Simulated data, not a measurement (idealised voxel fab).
Proc. module: voxel trench capacitor
We display cut, a cross-section 235 nm in width whose square cells are each 5 nm.
Square cells in a grid make up a cross-section in this document, and the grid is given as bands, listed from the top down, each one or more rows of cells.
Read a band's entry like this: the first values are the height of its top and the height of its bottom in nm, and what follows is the sequence of materials from left to right, each with its width in nm. Note that "blank" is empty space, and that a single material marked "full width" reaches across the band from edge to edge.
For the purposes of this specification, 0 denotes the height below which the wafer in its as-received condition is composed wholly of one material, and the lowermost band, lacking a lower limit, extends downward without end, as expressed in "z 0 and below".
A width given as "30->40" starts at the first number in the band's top row and ends at the second number in its bottom row, shifting by an equal amount at every step from row to row.
No cell of the cross-section changed in a step that is given as "no modification".
Look at "Closed void roster" for the closed voids: empty spaces with no open path to the top, sized 8 cells or up. Each is width x height at distance, distance from the left edge, all nm.
If you see something after the settings on a step's line, that's the simulator's own remark about that step.
What "overlay nm" on a step's line means: if the step has a mask, that mask lay this far to the right of its planned place, or, when the value is negative, to the left.

This section lists the process steps that were planned:
step 1: RECEIVE | material Si
step 2: CONFORMAL_DEP | material SiN | thk nm 5
step 3: MASKED_ETCH | tone open | mask id TRENCH | width nm 25 | pitch nm 55 | etch materials SiN | depth nm 5 | overlay nm 0
step 4: MASKED_ETCH | tone open | mask id TRENCH | width nm 25 | pitch nm 55 | etch materials Si | depth nm 40 | overlay nm 0
step 5: CONFORMAL_DEP | material Al2O3 | thk nm 5
step 6: FILL_DEP | material polySi | thk nm 10
step 7: CMP | height nm 5

Account of the first of two wafers, which was processed as intended:

Cross-section of the wafer upon arrival, representing the state reached after step 1:
* z 0 and below | Si full width
* Closed void roster: none

Wafer section view after processing step 2:
* z 5 to 0 | SiN full width
* Below 0 it's all the same as before, nothing changed down there.

Wafer section view after processing step 3:
* z 5 to 0 | SiN: 50  blank: 25  SiN: 30  blank: 25  SiN: 30  blank: 25  SiN: 50
* Below 0 it's all the same as before, nothing changed down there.

Wafer section view after processing step 4:
* z 5 to 0 | SiN: 50  blank: 25  SiN: 30  blank: 25  SiN: 30  blank: 25  SiN: 50
* z 0 to -40 | Si: 50  blank: 25  Si: 30  blank: 25  Si: 30  blank: 25  Si: 50
* Below -40 it's all the same as before, nothing changed down there.

Wafer section view after processing step 5:
* z 10 to 5 | Al2O3: 55  blank: 15  Al2O3: 40  blank: 15  Al2O3: 40  blank: 15  Al2O3: 55
* z 5 to 0 | SiN: 50  Al2O3: 5  blank: 15  Al2O3: 5  SiN: 30  Al2O3: 5  blank: 15  Al2O3: 5  SiN: 30  Al2O3: 5  blank: 15  Al2O3: 5  SiN: 50
* z 0 to -35 | Si: 50  Al2O3: 5  blank: 15  Al2O3: 5  Si: 30  Al2O3: 5  blank: 15  Al2O3: 5  Si: 30  Al2O3: 5  blank: 15  Al2O3: 5  Si: 50
* z -35 to -40 | Si: 50  Al2O3: 25  Si: 30  Al2O3: 25  Si: 30  Al2O3: 25  Si: 50
* Below -40 it's all the same as before, nothing changed down there.

Wafer section view after processing step 6:
* z 20 to 10 | polySi full width
* z 10 to 5 | Al2O3: 55  polySi: 15  Al2O3: 40  polySi: 15  Al2O3: 40  polySi: 15  Al2O3: 55
* z 5 to 0 | SiN: 50  Al2O3: 5  polySi: 15  Al2O3: 5  SiN: 30  Al2O3: 5  polySi: 15  Al2O3: 5  SiN: 30  Al2O3: 5  polySi: 15  Al2O3: 5  SiN: 50
* z 0 to -35 | Si: 50  Al2O3: 5  polySi: 15  Al2O3: 5  Si: 30  Al2O3: 5  polySi: 15  Al2O3: 5  Si: 30  Al2O3: 5  polySi: 15  Al2O3: 5  Si: 50
* Below -35 it's all the same as before, nothing changed down there.

Wafer section view after processing step 7:
* z 5 to 0 | SiN: 50  Al2O3: 5  polySi: 15  Al2O3: 5  SiN: 30  Al2O3: 5  polySi: 15  Al2O3: 5  SiN: 30  Al2O3: 5  polySi: 15  Al2O3: 5  SiN: 50
* Below 0 it's all the same as before, nothing changed down there.

The second wafer began exactly as the first did and followed the same plan, but one mistake was made while running it; through step 6 inclusive, the two wafers are identical:

Second wafer shown in cross-section at the time step 7 was slated to end:
* z -5 to -35 | Si: 50  Al2O3: 5  polySi: 15  Al2O3: 5  Si: 30  Al2O3: 5  polySi: 15  Al2O3: 5  Si: 30  Al2O3: 5  polySi: 15  Al2O3: 5  Si: 50
* Below -35 it's all the same as before, nothing changed down there.
What broke from the plan during processing? step 7 ran with different settings than intended, the actual operation and settings being CMP | height nm -5
End check, counted in cells, second wafer has more or fewer of these materials than the first: 12 fewer of Al2O3 | 32 fewer of Si | 32 fewer of SiN | 18 fewer of polySi
